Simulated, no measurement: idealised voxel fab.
A process module follows: voxel gate over fins.
Section cut is 280 nm wide and gridded with 5 nm square cells.
We lay out every cross-section as a grid of square cells and spell it out in bands from the top down, where one band means one or more rows of cells.
What a band's entry tells you: where the top is and where the bottom is, as heights in nm, and after that what lies inside, material by material from left to right, each with its width in nm. Empty space is written as the word "empty", and a single material marked with the word "throughout" occupies the band from edge to edge.
Heads up on the height convention: 0 is the point under which the incoming wafer is all one material, and the lowest band has no bottom, it just keeps going down, like "0 -> down".
A width such as "30->40" changes by the same amount from each row of cells to the next, from the band's top row to its bottom row.
"nothing changed" after a step means that no cell of the cross-section changed.
This entry, "Completely sealed voids", enumerates those empty regions of no fewer than 8 cells that possess no open connection to the top. Each region is reported in the form width x height at distance, the distance being taken from the left edge, with all three quantities expressed in nm.
Formally, on a step line, whatever follows the settings is a remark that the simulator itself makes on the step.
"overlay nm" denotes, for a step that has a mask, the displacement of the mask to the right of its planned place, with negative values corresponding to the left.
Guide to the pairs. Each holds a before and an after cross-section around one process step; the after cross-section is cut off at the lowest band that changed. Look under the pair for the step between them and its settings. Pairs can come from different runs of this module on the same starting wafer, so a pair follows on from the one above it only where its entry headed "Status before step" says it does.
Status before step
  0 -> down  Si throughout
  Completely sealed voids: none
Resulting Cross-Section
  10 -> 0  SiN throughout
  For the remainder of the cross-section, below 0, there is no change.
  Completely sealed voids: none
Formally, the process step situated between the two cross-sections above is CONFORMAL_DEP,material SiN,thk nm 10
Status before step: cross-section not repeated; it is the one shown after the step in the pair just above.
Resulting Cross-Section
  30 -> 10  empty 110 nm | resist 15 nm | empty 30 nm | resist 15 nm | empty 110 nm
  For the remainder of the cross-section, below 10, there is no change.
  Completely sealed voids: none
Formally, the process step situated between the two cross-sections above is PATTERN,tone cover,mask id FINS,material resist,width nm 15,pitch nm 45,thk nm 20,overlay nm 0
Status before step: cross-section not repeated; it is the one shown after the step in the pair just above.
Resulting Cross-Section
  30 -> 10  empty 110 nm | resist 15 nm | empty 30 nm | resist 15 nm | empty 110 nm
  10 -> 0  empty 110 nm | SiN 15 nm | empty 30 nm | SiN 15 nm | empty 110 nm
  For the remainder of the cross-section, below 0, there is no change.
  Completely sealed voids: none
Formally, the process step situated between the two cross-sections above is DIRECTIONAL_ETCH,etch materials SiN,depth nm 10
Status before step: cross-section not repeated; it is the one shown after the step in the pair just above.
Resulting Cross-Section
  30 -> 10  empty 110 nm | resist 15 nm | empty 30 nm | resist 15 nm | empty 110 nm
  10 -> 0  empty 110 nm | SiN 15 nm | empty 30 nm | SiN 15 nm | empty 110 nm
  0 -> -35  empty 110 nm | Si 15 nm | empty 30 nm | Si 15 nm | empty 110 nm
  For the remainder of the cross-section, below -35, there is no change.
  Completely sealed voids: none
Formally, the process step situated between the two cross-sections above is DIRECTIONAL_ETCH,etch materials Si,depth nm 35
Status before step: cross-section not repeated; it is the one shown after the step in the pair just above.
Resulting Cross-Section
  10 -> 0  empty 110 nm | SiN 15 nm | empty 30 nm | SiN 15 nm | empty 110 nm
  For the remainder of the cross-section, below 0, there is no change.
  Completely sealed voids: none
Formally, the process step situated between the two cross-sections above is STRIP,etch materials resist
Status before step: cross-section not repeated; it is the one shown after the step in the pair just above.
Resulting Cross-Section
  10 -> 0  empty 110 nm | SiN 15 nm | empty 30 nm | SiN 15 nm | empty 110 nm
  0 -> -35  empty 110 nm | SiO2 5 nm | Si 5 nm | SiO2 5 nm | empty 30 nm | SiO2 5 nm | Si 5 nm | SiO2 5 nm | empty 110 nm
  -35 -> -40  SiO2 115 nm | Si 5 nm | SiO2 40 nm | Si 5 nm | SiO2 115 nm
  For the remainder of the cross-section, below -40, there is no change.
  Completely sealed voids: none
Formally, the process step situated between the two cross-sections above is OXIDIZE,depth nm 5
Status before step: cross-section not repeated; it is the one shown after the step in the pair just above.
Resulting Cross-Section
  20 -> 10  SiO2 throughout
  10 -> 0  SiO2 110 nm | SiN 15 nm | SiO2 30 nm | SiN 15 nm | SiO2 110 nm
  0 -> -40  SiO2 115 nm | Si 5 nm | SiO2 40 nm | Si 5 nm | SiO2 115 nm
  For the remainder of the cross-section, below -40, there is no change.
  Completely sealed voids: none
Formally, the process step situated between the two cross-sections above is FILL_DEP,material SiO2,thk nm 10
Status before step: cross-section not repeated; it is the one shown after the step in the pair just above.
Resulting Cross-Section
  10 -> 0  SiO2 110 nm | SiN 15 nm | SiO2 30 nm | SiN 15 nm | SiO2 110 nm
  For the remainder of the cross-section, below 0, there is no change.
  Completely sealed voids: none
Formally, the process step situated between the two cross-sections above is CMP,height nm 10
Status before step: cross-section not repeated; it is the one shown after the step in the pair just above.
Resulting Cross-Section
  10 -> 0  empty 110 nm | SiN 15 nm | empty 30 nm | SiN 15 nm | empty 110 nm
  0 -> -10  empty 115 nm | Si 5 nm | empty 40 nm | Si 5 nm | empty 115 nm
  For the remainder of the cross-section, below -10, there is no change.
  Completely sealed voids: none
Formally, the process step situated between the two cross-sections above is SELECTIVE_ETCH,etch materials SiO2,depth nm 20
Status before step: cross-section not repeated; it is the one shown after the step in the pair just above.
Resulting Cross-Section
  0 -> -10  empty 115 nm | Si 5 nm | empty 40 nm | Si 5 nm | empty 115 nm
  For the remainder of the cross-section, below -10, there is no change.
  Completely sealed voids: none
Formally, the process step situated between the two cross-sections above is STRIP,etch materials SiN
Status before step: cross-section not repeated; it is the one shown after the step in the pair just above.
Resulting Cross-Section
  5 -> 0  empty 110 nm | HfO2 15 nm | empty 30 nm | HfO2 15 nm | empty 110 nm
  0 -> -5  empty 110 nm | HfO2 5 nm | Si 5 nm | HfO2 5 nm | empty 30 nm | HfO2 5 nm | Si 5 nm | HfO2 5 nm | empty 110 nm
  -5 -> -10  HfO2 115 nm | Si 5 nm | HfO2 40 nm | Si 5 nm | HfO2 115 nm
  For the remainder of the cross-section, below -10, there is no change.
  Completely sealed voids: none
Formally, the process step situated between the two cross-sections above is CONFORMAL_DEP,material HfO2,thk nm 5
Status before step: cross-section not repeated; it is the one shown after the step in the pair just above.
Resulting Cross-Section
  10 -> 5  empty 105 nm | TiN 25 nm | empty 20 nm | TiN 25 nm | empty 105 nm
  5 -> 0  empty 105 nm | TiN 5 nm | HfO2 15 nm | TiN 5 nm | empty 20 nm | TiN 5 nm | HfO2 15 nm | TiN 5 nm | empty 105 nm
  0 -> -5  TiN 110 nm | HfO2 5 nm | Si 5 nm | HfO2 5 nm | TiN 30 nm | HfO2 5 nm | Si 5 nm | HfO2 5 nm | TiN 110 nm
  For the remainder of the cross-section, below -5, there is no change.
  Completely sealed voids: none
Formally, the process step situated between the two cross-sections above is CONFORMAL_DEP,material TiN,thk nm 5
Status before step: cross-section not repeated; it is the one shown after the step in the pair just above.
Resulting Cross-Section
  15 -> 10  empty 100 nm | TiAl 35 nm | empty 10 nm | TiAl 35 nm | empty 100 nm
  10 -> 5  empty 100 nm | TiAl 5 nm | TiN 25 nm | TiAl 5 nm | empty 10 nm | TiAl 5 nm | TiN 25 nm | TiAl 5 nm | empty 100 nm
  5 -> 0  TiAl 105 nm | TiN 5 nm | HfO2 15 nm | TiN 5 nm | TiAl 20 nm | TiN 5 nm | HfO2 15 nm | TiN 5 nm | TiAl 105 nm
  For the remainder of the cross-section, below 0, there is no change.
  Completely sealed voids: none
Formally, the process step situated between the two cross-sections above is CONFORMAL_DEP,material TiAl,thk nm 5
Status before step: cross-section not repeated; it is the one shown after the step in the pair just above.
Resulting Cross-Section
  20 -> 15  empty 95 nm | TiN 90 nm | empty 95 nm
  15 -> 10  empty 95 nm | TiN 5 nm | TiAl 35 nm | TiN 10 nm | TiAl 35 nm | TiN 5 nm | empty 95 nm
  10 -> 5  TiN 100 nm | TiAl 5 nm | TiN 25 nm | TiAl 5 nm | TiN 10 nm | TiAl 5 nm | TiN 25 nm | TiAl 5 nm | TiN 100 nm
  For the remainder of the cross-section, below 5, there is no change.
  Completely sealed voids: none
Formally, the process step situated between the two cross-sections above is CONFORMAL_DEP,material TiN,thk nm 5
Status before step: cross-section not repeated; it is the one shown after the step in the pair just above.
Resulting Cross-Section
  30 -> 20  W throughout
  20 -> 15  W 95 nm | TiN 90 nm | W 95 nm
  15 -> 10  W 95 nm | TiN 5 nm | TiAl 35 nm | TiN 10 nm | TiAl 35 nm | TiN 5 nm | W 95 nm
  For the remainder of the cross-section, below 10, there is no change.
  Completely sealed voids: none
Formally, the process step situated between the two cross-sections above is FILL_DEP,material W,thk nm 10
Status before step: cross-section not repeated; it is the one shown after the step in the pair just above.
Resulting Cross-Section
  25 -> 20  W throughout
  For the remainder of the cross-section, below 20, there is no change.
  Completely sealed voids: none
Formally, the process step situated between the two cross-sections above is CMP,height nm 25
Status before step: cross-section not repeated; it is the one shown after the step in the pair just above.
Resulting Cross-Section
  35 -> 25  SiN throughout
  For the remainder of the cross-section, below 25, there is no change.
  Completely sealed voids: none
Formally, the process step situated between the two cross-sections above is CONFORMAL_DEP,material SiN,thk nm 10
Status before step
  10 -> 5  empty 105 nm | TiN 25 nm | empty 20 nm | TiN 25 nm | empty 105 nm
  5 -> 0  empty 105 nm | TiN 5 nm | HfO2 15 nm | TiN 5 nm | empty 20 nm | TiN 5 nm | HfO2 15 nm | TiN 5 nm | empty 105 nm
  0 -> -5  TiN 110 nm | HfO2 5 nm | Si 5 nm | HfO2 5 nm | TiN 30 nm | HfO2 5 nm | Si 5 nm | HfO2 5 nm | TiN 110 nm
  -5 -> -10  HfO2 115 nm | Si 5 nm | HfO2 40 nm | Si 5 nm | HfO2 115 nm
  -10 -> -40  SiO2 115 nm | Si 5 nm | SiO2 40 nm | Si 5 nm | SiO2 115 nm
  -40 -> down  Si throughout
  Completely sealed voids: none
Resulting Cross-Section
  15 -> 5  empty 100 nm | TiN 35 nm | empty 10 nm | TiN 35 nm | empty 100 nm
  5 -> 0  TiN 110 nm | HfO2 15 nm | TiN 30 nm | HfO2 15 nm | TiN 110 nm
  For the remainder of the cross-section, below 0, there is no change.
  Completely sealed voids: none
Formally, the process step situated between the two cross-sections above is CONFORMAL_DEP,material TiN,thk nm 5
Status before step: cross-section not repeated; it is the one shown after the step in the pair just above.
Resulting Cross-Section
  25 -> 15  W throughout
  15 -> 5  W 100 nm | TiN 35 nm | W 10 nm | TiN 35 nm | W 100 nm
  For the remainder of the cross-section, below 5, there is no change.
  Completely sealed voids: none
Formally, the process step situated between the two cross-sections above is FILL_DEP,material W,thk nm 10
Status before step: cross-section not repeated; it is the one shown after the step in the pair just above.
Resulting Cross-Section
  35 -> 25  SiN throughout
  For the remainder of the cross-section, below 25, there is no change.
  Completely sealed voids: none
Formally, the process step situated between the two cross-sections above is CONFORMAL_DEP,material SiN,thk nm 10
Status before step
  10 -> 0  empty 110 nm | SiN 15 nm | empty 30 nm | SiN 15 nm | empty 110 nm
  0 -> -10  empty 115 nm | Si 5 nm | empty 40 nm | Si 5 nm | empty 115 nm
  -10 -> -40  SiO2 115 nm | Si 5 nm | SiO2 40 nm | Si 5 nm | SiO2 115 nm
  -40 -> down  Si throughout
  Completely sealed voids: none
Resulting Cross-Section
  10 -> 0  empty 110 nm | SiN 15 nm | empty 30 nm | SiN 15 nm | empty 110 nm
  0 -> -30  empty 115 nm | Si 5 nm | empty 40 nm | Si 5 nm | empty 115 nm
  For the remainder of the cross-section, below -30, there is no change.
  Completely sealed voids: none
Formally, the process step situated between the two cross-sections above is SELECTIVE_ETCH,etch materials SiO2,depth nm 20
Status before step: cross-section not repeated; it is the one shown after the step in the pair just above.
Resulting Cross-Section
  0 -> -30  empty 115 nm | Si 5 nm | empty 40 nm | Si 5 nm | empty 115 nm
  For the remainder of the cross-section, below -30, there is no change.
  Completely sealed voids: none
Formally, the process step situated between the two cross-sections above is STRIP,etch materials SiN
Status before step: cross-section not repeated; it is the one shown after the step in the pair just above.
Resulting Cross-Section
  5 -> 0  empty 110 nm | HfO2 15 nm | empty 30 nm | HfO2 15 nm | empty 110 nm
  0 -> -25  empty 110 nm | HfO2 5 nm | Si 5 nm | HfO2 5 nm | empty 30 nm | HfO2 5 nm | Si 5 nm | HfO2 5 nm | empty 110 nm
  -25 -> -30  HfO2 115 nm | Si 5 nm | HfO2 40 nm | Si 5 nm | HfO2 115 nm
  For the remainder of the cross-section, below -30, there is no change.
  Completely sealed voids: none
Formally, the process step situated between the two cross-sections above is CONFORMAL_DEP,material HfO2,thk nm 5
Status before step: cross-section not repeated; it is the one shown after the step in the pair just above.
Resulting Cross-Section
  10 -> 5  empty 105 nm | TiN 25 nm | empty 20 nm | TiN 25 nm | empty 105 nm
  5 -> 0  empty 105 nm | TiN 5 nm | HfO2 15 nm | TiN 5 nm | empty 20 nm | TiN 5 nm | HfO2 15 nm | TiN 5 nm | empty 105 nm
  0 -> -20  empty 105 nm | TiN 5 nm | HfO2 5 nm | Si 5 nm | HfO2 5 nm | TiN 5 nm | empty 20 nm | TiN 5 nm | HfO2 5 nm | Si 5 nm | HfO2 5 nm | TiN 5 nm | empty 105 nm
  -20 -> -25  TiN 110 nm | HfO2 5 nm | Si 5 nm | HfO2 5 nm | TiN 30 nm | HfO2 5 nm | Si 5 nm | HfO2 5 nm | TiN 110 nm
  For the remainder of the cross-section, below -25, there is no change.
  Completely sealed voids: none
Formally, the process step situated between the two cross-sections above is CONFORMAL_DEP,material TiN,thk nm 5
Status before step: cross-section not repeated; it is the one shown after the step in the pair just above.
Resulting Cross-Section
  15 -> 10  empty 100 nm | TiAl 35 nm | empty 10 nm | TiAl 35 nm | empty 100 nm
  10 -> 5  empty 100 nm | TiAl 5 nm | TiN 25 nm | TiAl 5 nm | empty 10 nm | TiAl 5 nm | TiN 25 nm | TiAl 5 nm | empty 100 nm
  5 -> 0  empty 100 nm | TiAl 5 nm | TiN 5 nm | HfO2 15 nm | TiN 5 nm | TiAl 5 nm | empty 10 nm | TiAl 5 nm | TiN 5 nm | HfO2 15 nm | TiN 5 nm | TiAl 5 nm | empty 100 nm
  0 -> -15  empty 100 nm | TiAl 5 nm | TiN 5 nm | HfO2 5 nm | Si 5 nm | HfO2 5 nm | TiN 5 nm | TiAl 5 nm | empty 10 nm | TiAl 5 nm | TiN 5 nm | HfO2 5 nm | Si 5 nm | HfO2 5 nm | TiN 5 nm | TiAl 5 nm | empty 100 nm
  -15 -> -20  TiAl 105 nm | TiN 5 nm | HfO2 5 nm | Si 5 nm | HfO2 5 nm | TiN 5 nm | TiAl 20 nm | TiN 5 nm | HfO2 5 nm | Si 5 nm | HfO2 5 nm | TiN 5 nm | TiAl 105 nm
  For the remainder of the cross-section, below -20, there is no change.
  Completely sealed voids: none
Formally, the process step situated between the two cross-sections above is CONFORMAL_DEP,material TiAl,thk nm 5
Status before step: cross-section not repeated; it is the one shown after the step in the pair just above.
Resulting Cross-Section
  20 -> 15  empty 95 nm | TiN 90 nm | empty 95 nm
  15 -> 10  empty 95 nm | TiN 5 nm | TiAl 35 nm | TiN 10 nm | TiAl 35 nm | TiN 5 nm | empty 95 nm
  10 -> 5  empty 95 nm | TiN 5 nm | TiAl 5 nm | TiN 25 nm | TiAl 5 nm | TiN 10 nm | TiAl 5 nm | TiN 25 nm | TiAl 5 nm | TiN 5 nm | empty 95 nm
  5 -> 0  empty 95 nm | TiN 5 nm | TiAl 5 nm | TiN 5 nm | HfO2 15 nm | TiN 5 nm | TiAl 5 nm | TiN 10 nm | TiAl 5 nm | TiN 5 nm | HfO2 15 nm | TiN 5 nm | TiAl 5 nm | TiN 5 nm | empty 95 nm
  0 -> -10  empty 95 nm | TiN 5 nm | TiAl 5 nm | TiN 5 nm | HfO2 5 nm | Si 5 nm | HfO2 5 nm | TiN 5 nm | TiAl 5 nm | TiN 10 nm | TiAl 5 nm | TiN 5 nm | HfO2 5 nm | Si 5 nm | HfO2 5 nm | TiN 5 nm | TiAl 5 nm | TiN 5 nm | empty 95 nm
  -10 -> -15  TiN 100 nm | TiAl 5 nm | TiN 5 nm | HfO2 5 nm | Si 5 nm | HfO2 5 nm | TiN 5 nm | TiAl 5 nm | TiN 10 nm | TiAl 5 nm | TiN 5 nm | HfO2 5 nm | Si 5 nm | HfO2 5 nm | TiN 5 nm | TiAl 5 nm | TiN 100 nm
  For the remainder of the cross-section, below -15, there is no change.
  Completely sealed voids: none
Formally, the process step situated between the two cross-sections above is CONFORMAL_DEP,material TiN,thk nm 5
Status before step: cross-section not repeated; it is the one shown after the step in the pair just above.
Resulting Cross-Section
  30 -> 20  W throughout
  20 -> 15  W 95 nm | TiN 90 nm | W 95 nm
  15 -> 10  W 95 nm | TiN 5 nm | TiAl 35 nm | TiN 10 nm | TiAl 35 nm | TiN 5 nm | W 95 nm
  10 -> 5  W 95 nm | TiN 5 nm | TiAl 5 nm | TiN 25 nm | TiAl 5 nm | TiN 10 nm | TiAl 5 nm | TiN 25 nm | TiAl 5 nm | TiN 5 nm | W 95 nm
  5 -> 0  W 95 nm | TiN 5 nm | TiAl 5 nm | TiN 5 nm | HfO2 15 nm | TiN 5 nm | TiAl 5 nm | TiN 10 nm | TiAl 5 nm | TiN 5 nm | HfO2 15 nm | TiN 5 nm | TiAl 5 nm | TiN 5 nm | W 95 nm
  0 -> -10  W 95 nm | TiN 5 nm | TiAl 5 nm | TiN 5 nm | HfO2 5 nm | Si 5 nm | HfO2 5 nm | TiN 5 nm | TiAl 5 nm | TiN 10 nm | TiAl 5 nm | TiN 5 nm | HfO2 5 nm | Si 5 nm | HfO2 5 nm | TiN 5 nm | TiAl 5 nm | TiN 5 nm | W 95 nm
  For the remainder of the cross-section, below -10, there is no change.
  Completely sealed voids: none
Formally, the process step situated between the two cross-sections above is FILL_DEP,material W,thk nm 10
Status before step: cross-section not repeated; it is the one shown after the step in the pair just above.
Resulting Cross-Section
  25 -> 20  W throughout
  For the remainder of the cross-section, below 20, there is no change.
  Completely sealed voids: none
Formally, the process step situated between the two cross-sections above is CMP,height nm 25
Status before step: cross-section not repeated; it is the one shown after the step in the pair just above.
Resulting Cross-Section
  35 -> 25  SiN throughout
  For the remainder of the cross-section, below 25, there is no change.
  Completely sealed voids: none
Formally, the process step situated between the two cross-sections above is CONFORMAL_DEP,material SiN,thk nm 10
Status before step
  15 -> 5  empty 100 nm | TiN 35 nm | empty 10 nm | TiN 35 nm | empty 100 nm
  5 -> 0  TiN 110 nm | HfO2 15 nm | TiN 30 nm | HfO2 15 nm | TiN 110 nm
  0 -> -5  TiN 110 nm | HfO2 5 nm | Si 5 nm | HfO2 5 nm | TiN 30 nm | HfO2 5 nm | Si 5 nm | HfO2 5 nm | TiN 110 nm
  -5 -> -10  HfO2 115 nm | Si 5 nm | HfO2 40 nm | Si 5 nm | HfO2 115 nm
  -10 -> -40  SiO2 115 nm | Si 5 nm | SiO2 40 nm | Si 5 nm | SiO2 115 nm
  -40 -> down  Si throughout
  Completely sealed voids: none
Resulting Cross-Section
  20 -> 15  empty 95 nm | TiAl 90 nm | empty 95 nm
  15 -> 10  empty 95 nm | TiAl 5 nm | TiN 35 nm | TiAl 10 nm | TiN 35 nm | TiAl 5 nm | empty 95 nm
  10 -> 5  TiAl 100 nm | TiN 35 nm | TiAl 10 nm | TiN 35 nm | TiAl 100 nm
  For the remainder of the cross-section, below 5, there is no change.
  Completely sealed voids: none
Formally, the process step situated between the two cross-sections above is CONFORMAL_DEP,material TiAl,thk nm 5
Status before step: cross-section not repeated; it is the one shown after the step in the pair just above.
Resulting Cross-Section
  30 -> 20  W throughout
  20 -> 15  W 95 nm | TiAl 90 nm | W 95 nm
  15 -> 10  W 95 nm | TiAl 5 nm | TiN 35 nm | TiAl 10 nm | TiN 35 nm | TiAl 5 nm | W 95 nm
  For the remainder of the cross-section, below 10, there is no change.
  Completely sealed voids: none
Formally, the process step situated between the two cross-sections above is FILL_DEP,material W,thk nm 10
Status before step: cross-section not repeated; it is the one shown after the step in the pair just above.
Resulting Cross-Section
  25 -> 20  W throughout
  For the remainder of the cross-section, below 20, there is no change.
  Completely sealed voids: none
Formally, the process step situated between the two cross-sections above is CMP,height nm 25
Status before step: cross-section not repeated; it is the one shown after the step in the pair just above.
Resulting Cross-Section
  35 -> 25  SiN throughout
  For the remainder of the cross-section, below 25, there is no change.
  Completely sealed voids: none
Formally, the process step situated between the two cross-sections above is CONFORMAL_DEP,material SiN,thk nm 10
Status before step
  0 -> -10  empty 115 nm | Si 5 nm | empty 40 nm | Si 5 nm | empty 115 nm
  -10 -> -40  SiO2 115 nm | Si 5 nm | SiO2 40 nm | Si 5 nm | SiO2 115 nm
  -40 -> down  Si throughout
  Completely sealed voids: none
Resulting Cross-Section
  15 -> 5  empty 100 nm | HfO2 35 nm | empty 10 nm | HfO2 35 nm | empty 100 nm
  5 -> 0  HfO2 throughout
  0 -> -10  HfO2 115 nm | Si 5 nm | HfO2 40 nm | Si 5 nm | HfO2 115 nm
  For the remainder of the cross-section, below -10, there is no change.
  Completely sealed voids: none
Formally, the process step situated between the two cross-sections above is CONFORMAL_DEP,material HfO2,thk nm 15
Status before step: cross-section not repeated; it is the one shown after the step in the pair just above.
Resulting Cross-Section
  20 -> 15  empty 95 nm | TiN 90 nm | empty 95 nm
  15 -> 10  empty 95 nm | TiN 5 nm | HfO2 35 nm | TiN 10 nm | HfO2 35 nm | TiN 5 nm | empty 95 nm
  10 -> 5  TiN 100 nm | HfO2 35 nm | TiN 10 nm | HfO2 35 nm | TiN 100 nm
  For the remainder of the cross-section, below 5, there is no change.
  Completely sealed voids: none
Formally, the process step situated between the two cross-sections above is CONFORMAL_DEP,material TiN,thk nm 5
Status before step: cross-section not repeated; it is the one shown after the step in the pair just above.
Resulting Cross-Section
  25 -> 20  empty 90 nm | TiAl 100 nm | empty 90 nm
  20 -> 15  empty 90 nm | TiAl 5 nm | TiN 90 nm | TiAl 5 nm | empty 90 nm
  15 -> 10  TiAl 95 nm | TiN 5 nm | HfO2 35 nm | TiN 10 nm | HfO2 35 nm | TiN 5 nm | TiAl 95 nm
  For the remainder of the cross-section, below 10, there is no change.
  Completely sealed voids: none
Formally, the process step situated between the two cross-sections above is CONFORMAL_DEP,material TiAl,thk nm 5
Status before step: cross-section not repeated; it is the one shown after the step in the pair just above.
Resulting Cross-Section
  30 -> 25  empty 85 nm | TiN 110 nm | empty 85 nm
  25 -> 20  empty 85 nm | TiN 5 nm | TiAl 100 nm | TiN 5 nm | empty 85 nm
  20 -> 15  TiN 90 nm | TiAl 5 nm | TiN 90 nm | TiAl 5 nm | TiN 90 nm
  For the remainder of the cross-section, below 15, there is no change.
  Completely sealed voids: none
Formally, the process step situated between the two cross-sections above is CONFORMAL_DEP,material TiN,thk nm 5
Status before step: cross-section not repeated; it is the one shown after the step in the pair just above.
Resulting Cross-Section
  40 -> 30  W throughout
  30 -> 25  W 85 nm | TiN 110 nm | W 85 nm
  25 -> 20  W 85 nm | TiN 5 nm | TiAl 100 nm | TiN 5 nm | W 85 nm
  For the remainder of the cross-section, below 20, there is no change.
  Completely sealed voids: none
Formally, the process step situated between the two cross-sections above is FILL_DEP,material W,thk nm 10
Status before step: cross-section not repeated; it is the one shown after the step in the pair just above.
Resulting Cross-Section
  25 -> 20  W 85 nm | TiN 5 nm | TiAl 100 nm | TiN 5 nm | W 85 nm
  For the remainder of the cross-section, below 20, there is no change.
  Completely sealed voids: none
Formally, the process step situated between the two cross-sections above is CMP,height nm 25
Status before step: cross-section not repeated; it is the one shown after the step in the pair just above.
Resulting Cross-Section
  35 -> 25  SiN throughout
  For the remainder of the cross-section, below 25, there is no change.
  Completely sealed voids: none
Formally, the process step situated between the two cross-sections above is CONFORMAL_DEP,material SiN,thk nm 10
Status before step
  10 -> 0  SiN throughout
  0 -> down  Si throughout
  Completely sealed voids: none
Resulting Cross-Section
  30 -> 10  empty 110 nm | resist 20 nm | empty 25 nm | resist 20 nm | empty 105 nm
  For the remainder of the cross-section, below 10, there is no change.
  Completely sealed voids: none
Formally, the process step situated between the two cross-sections above is PATTERN,tone cover,mask id FINS,material resist,width nm 20,pitch nm 45,thk nm 20,overlay nm 0
Status before step: cross-section not repeated; it is the one shown after the step in the pair just above.
Resulting Cross-Section
  30 -> 10  empty 110 nm | resist 20 nm | empty 25 nm | resist 20 nm | empty 105 nm
  10 -> 0  empty 110 nm | SiN 20 nm | empty 25 nm | SiN 20 nm | empty 105 nm
  For the remainder of the cross-section, below 0, there is no change.
  Completely sealed voids: none
Formally, the process step situated between the two cross-sections above is DIRECTIONAL_ETCH,etch materials SiN,depth nm 10
Status before step: cross-section not repeated; it is the one shown after the step in the pair just above.
Resulting Cross-Section
  30 -> 10  empty 110 nm | resist 20 nm | empty 25 nm | resist 20 nm | empty 105 nm
  10 -> 0  empty 110 nm | SiN 20 nm | empty 25 nm | SiN 20 nm | empty 105 nm
  0 -> -35  empty 110 nm | Si 20 nm | empty 25 nm | Si 20 nm | empty 105 nm
  For the remainder of the cross-section, below -35, there is no change.
  Completely sealed voids: none
Formally, the process step situated between the two cross-sections above is DIRECTIONAL_ETCH,etch materials Si,depth nm 35
Status before step: cross-section not repeated; it is the one shown after the step in the pair just above.
Resulting Cross-Section
  10 -> 0  empty 110 nm | SiN 20 nm | empty 25 nm | SiN 20 nm | empty 105 nm
  For the remainder of the cross-section, below 0, there is no change.
  Completely sealed voids: none
Formally, the process step situated between the two cross-sections above is STRIP,etch materials resist
Status before step: cross-section not repeated; it is the one shown after the step in the pair just above.
Resulting Cross-Section
  10 -> 0  empty 110 nm | SiN 20 nm | empty 25 nm | SiN 20 nm | empty 105 nm
  0 -> -35  empty 110 nm | SiO2 5 nm | Si 10 nm | SiO2 5 nm | empty 25 nm | SiO2 5 nm | Si 10 nm | SiO2 5 nm | empty 105 nm
  -35 -> -40  SiO2 115 nm | Si 10 nm | SiO2 35 nm | Si 10 nm | SiO2 110 nm
  For the remainder of the cross-section, below -40, there is no change.
  Completely sealed voids: none
Formally, the process step situated between the two cross-sections above is OXIDIZE,depth nm 5
Status before step: cross-section not repeated; it is the one shown after the step in the pair just above.
Resulting Cross-Section
  20 -> 10  SiO2 throughout
  10 -> 0  SiO2 110 nm | SiN 20 nm | SiO2 25 nm | SiN 20 nm | SiO2 105 nm
  0 -> -40  SiO2 115 nm | Si 10 nm | SiO2 35 nm | Si 10 nm | SiO2 110 nm
  For the remainder of the cross-section, below -40, there is no change.
  Completely sealed voids: none
Formally, the process step situated between the two cross-sections above is FILL_DEP,material SiO2,thk nm 10
Status before step: cross-section not repeated; it is the one shown after the step in the pair just above.
Resulting Cross-Section
  10 -> 0  SiO2 110 nm | SiN 20 nm | SiO2 25 nm | SiN 20 nm | SiO2 105 nm
  For the remainder of the cross-section, below 0, there is no change.
  Completely sealed voids: none
Formally, the process step situated between the two cross-sections above is CMP,height nm 10
Status before step: cross-section not repeated; it is the one shown after the step in the pair just above.
Resulting Cross-Section
  10 -> 0  empty 110 nm | SiN 20 nm | empty 25 nm | SiN 20 nm | empty 105 nm
  0 -> -10  empty 115 nm | Si 10 nm | empty 35 nm | Si 10 nm | empty 110 nm
  For the remainder of the cross-section, below -10, there is no change.
  Completely sealed voids: none
Formally, the process step situated between the two cross-sections above is SELECTIVE_ETCH,etch materials SiO2,depth nm 20
Status before step: cross-section not repeated; it is the one shown after the step in the pair just above.
Resulting Cross-Section
  0 -> -10  empty 115 nm | Si 10 nm | empty 35 nm | Si 10 nm | empty 110 nm
  For the remainder of the cross-section, below -10, there is no change.
  Completely sealed voids: none
Formally, the process step situated between the two cross-sections above is STRIP,etch materials SiN
Status before step: cross-section not repeated; it is the one shown after the step in the pair just above.
Resulting Cross-Section
  5 -> 0  empty 110 nm | HfO2 20 nm | empty 25 nm | HfO2 20 nm | empty 105 nm
  0 -> -5  empty 110 nm | HfO2 5 nm | Si 10 nm | HfO2 5 nm | empty 25 nm | HfO2 5 nm | Si 10 nm | HfO2 5 nm | empty 105 nm
  -5 -> -10  HfO2 115 nm | Si 10 nm | HfO2 35 nm | Si 10 nm | HfO2 110 nm
  For the remainder of the cross-section, below -10, there is no change.
  Completely sealed voids: none
Formally, the process step situated between the two cross-sections above is CONFORMAL_DEP,material HfO2,thk nm 5
Status before step: cross-section not repeated; it is the one shown after the step in the pair just above.
Resulting Cross-Section
  10 -> 5  empty 105 nm | TiN 30 nm | empty 15 nm | TiN 30 nm | empty 100 nm
  5 -> 0  empty 105 nm | TiN 5 nm | HfO2 20 nm | TiN 5 nm | empty 15 nm | TiN 5 nm | HfO2 20 nm | TiN 5 nm | empty 100 nm
  0 -> -5  TiN 110 nm | HfO2 5 nm | Si 10 nm | HfO2 5 nm | TiN 25 nm | HfO2 5 nm | Si 10 nm | HfO2 5 nm | TiN 105 nm
  For the remainder of the cross-section, below -5, there is no change.
  Completely sealed voids: none
Formally, the process step situated between the two cross-sections above is CONFORMAL_DEP,material TiN,thk nm 5
Status before step: cross-section not repeated; it is the one shown after the step in the pair just above.
Resulting Cross-Section
  15 -> 10  empty 100 nm | TiAl 40 nm | empty 5 nm | TiAl 40 nm | empty 95 nm
  10 -> 5  empty 100 nm | TiAl 5 nm | TiN 30 nm | TiAl 5 nm | empty 5 nm | TiAl 5 nm | TiN 30 nm | TiAl 5 nm | empty 95 nm
  5 -> 0  TiAl 105 nm | TiN 5 nm | HfO2 20 nm | TiN 5 nm | TiAl 15 nm | TiN 5 nm | HfO2 20 nm | TiN 5 nm | TiAl 100 nm
  For the remainder of the cross-section, below 0, there is no change.
  Completely sealed voids: none
Formally, the process step situated between the two cross-sections above is CONFORMAL_DEP,material TiAl,thk nm 5
Status before step: cross-section not repeated; it is the one shown after the step in the pair just above.
Resulting Cross-Section
  20 -> 15  empty 95 nm | TiN 95 nm | empty 90 nm
  15 -> 10  empty 95 nm | TiN 5 nm | TiAl 40 nm | TiN 5 nm | TiAl 40 nm | TiN 5 nm | empty 90 nm
  10 -> 5  TiN 100 nm | TiAl 5 nm | TiN 30 nm | TiAl 5 nm | TiN 5 nm | TiAl 5 nm | TiN 30 nm | TiAl 5 nm | TiN 95 nm
  For the remainder of the cross-section, below 5, there is no change.
  Completely sealed voids: none
Formally, the process step situated between the two cross-sections above is CONFORMAL_DEP,material TiN,thk nm 5
